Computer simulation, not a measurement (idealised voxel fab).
voxel capacitor over wiring: a process module
Each square cell in cross-section cut measures 5 nm, and the section as a whole is 240 nm wide.
Just so we're on the same page, the cross-sections are grids of square cells, and they're listed out in bands top to bottom, each band one or more rows deep. First you get the band's top height and its bottom height, in nm, and then the materials it's made of, left to right, with each width in nm. If you see a single material with "everywhere", that one covers the band edge to edge. "air" is empty space. Below 0: as-received wafer, all one material; heights counted from there. Lowest band: no bottom, goes on down, written "from 0 down". Note: "30->40" means the width goes from the first number (top row of the band) to the second number (bottom row) in equal steps per row of cells. Take "nothing altered" at face value: in the step it is given for, the cross-section changed in none of its cells. So "Closed void register" is basically the list of trapped voids: any empty space of 8 cells or more that can't reach the top through an opening. They're written width x height at distance, the distance being from the left edge, and it's all nm. On each step's line, the part that comes after the settings is the simulator's own comment on the step. overlay nm: where the mask lay relative to plan, measured to the right, on steps with a mask; negatives go left.
### Steps in the process plan
step 1: op RECEIVE | material Si
step 2: op CONFORMAL_DEP | material SiO2 | thk nm 10
step 3: op CONFORMAL_DEP | material SiCN | thk nm 5
step 4: op DIRECTIONAL_DEP | material SiO2 | thk nm 15
step 5: op DIRECTIONAL_DEP | material aC | thk nm 10
step 6: op PATTERN | tone open | mask id METAL_1 | material resist | width nm 20 | pitch nm 80 | thk nm 30 | overlay nm 0
step 7: op DIRECTIONAL_ETCH | etch materials aC | depth nm 10
step 8: op STRIP | etch materials resist
step 9: op DIRECTIONAL_ETCH | etch materials SiO2 | depth nm 15
step 10: op DIRECTIONAL_ETCH | etch materials SiCN | depth nm 5
step 11: op STRIP | etch materials aC
step 12: op CONFORMAL_DEP | material TiN | thk nm 5
step 13: op FILL_DEP | material W | thk nm 10
step 14: op CMP | height nm 30
step 15: op EPI | material Ru | thk nm 5
step 16: op FILL_DEP | material SiCN | thk nm 5
step 17: op DIRECTIONAL_DEP | material lowk | thk nm 15
step 18: op MASKED_ETCH | tone open | mask id PLUG_1 | width nm 15 | etch materials lowk | depth nm 15 | overlay nm 0
step 19: op MASKED_ETCH | tone open | mask id PLUG_1 | width nm 15 | etch materials SiCN | depth nm 5 | overlay nm 0
step 20: op CONFORMAL_DEP | material TiN | thk nm 5
step 21: op FILL_DEP | material Ru | thk nm 5
step 22: op CMP | height nm 55
step 23: op DIRECTIONAL_DEP | material TiN | thk nm 5
step 24: op DIRECTIONAL_DEP | material SiN | thk nm 5
step 25: op DIRECTIONAL_DEP | material TiN | thk nm 5
step 26: op MASKED_ETCH | tone cover | mask id UPPER_PLATE | width nm 65 | etch materials TiN | depth nm 5 | overlay nm 0
step 27: op MASKED_ETCH | tone cover | mask id UPPER_PLATE | width nm 55 | etch materials SiN | depth nm 5 | overlay nm 0
step 28: op DIRECTIONAL_DEP | material aC | thk nm 15
step 29: op PATTERN | tone cover | mask id LOWER_PLATE | material resist | width nm 75 | thk nm 30 | overlay nm 0
step 30: op DIRECTIONAL_ETCH | etch materials aC | depth nm 15
step 31: op STRIP | etch materials resist
step 32: op DIRECTIONAL_ETCH | etch materials TiN | depth nm 5
step 33: op STRIP | etch materials aC
step 34: op FILL_DEP | material SiO2 | thk nm 20
step 35: op CMP | height nm 85
step 36: op PATTERN | tone open | mask id PLUG_2 | material resist | width nm 15 | thk nm 15 | overlay nm 0
step 37: op DIRECTIONAL_ETCH | etch materials SiO2 | depth nm 15
step 38: op STRIP | etch materials resist
step 39: op CONFORMAL_DEP | material TiN | thk nm 5
step 40: op FILL_DEP | material Cu | thk nm 10
step 41: op CMP | height nm 85
step 42: op CONFORMAL_DEP | material SiCN | thk nm 5
Same starting wafers, different width nm at step 27. Plan value belongs to the first wafer.
### Cross-section, first of several wafers, as delivered after step 1
- from 0 down  Si everywhere
- Closed void register: none
### Wafer rows, end of module: cells per material gained (+) or lost (-) since receipt; closed voids last
width nm 55, +2 Cu, +15 Ru, +169 SiCN, +13 SiN, +454 SiO2, +64 TiN, +12 W, +135 lowk, Closed void register: none
width nm 60, +2 Cu, +15 Ru, +169 SiCN, +13 SiN, +454 SiO2, +64 TiN, +12 W, +135 lowk, Closed void register: none
width nm 65, +2 Cu, +15 Ru, +169 SiCN, +13 SiN, +454 SiO2, +64 TiN, +12 W, +135 lowk, Closed void register: none
width nm 70, +2 Cu, +15 Ru, +169 SiCN, +14 SiN, +453 SiO2, +64 TiN, +12 W, +135 lowk, Closed void register: none
width nm 75, +2 Cu, +15 Ru, +169 SiCN, +15 SiN, +452 SiO2, +64 TiN, +12 W, +135 lowk, Closed void register: none
width nm 80, +2 Cu, +15 Ru, +169 SiCN, +16 SiN, +450 SiO2, +65 TiN, +12 W, +135 lowk, Closed void register: none
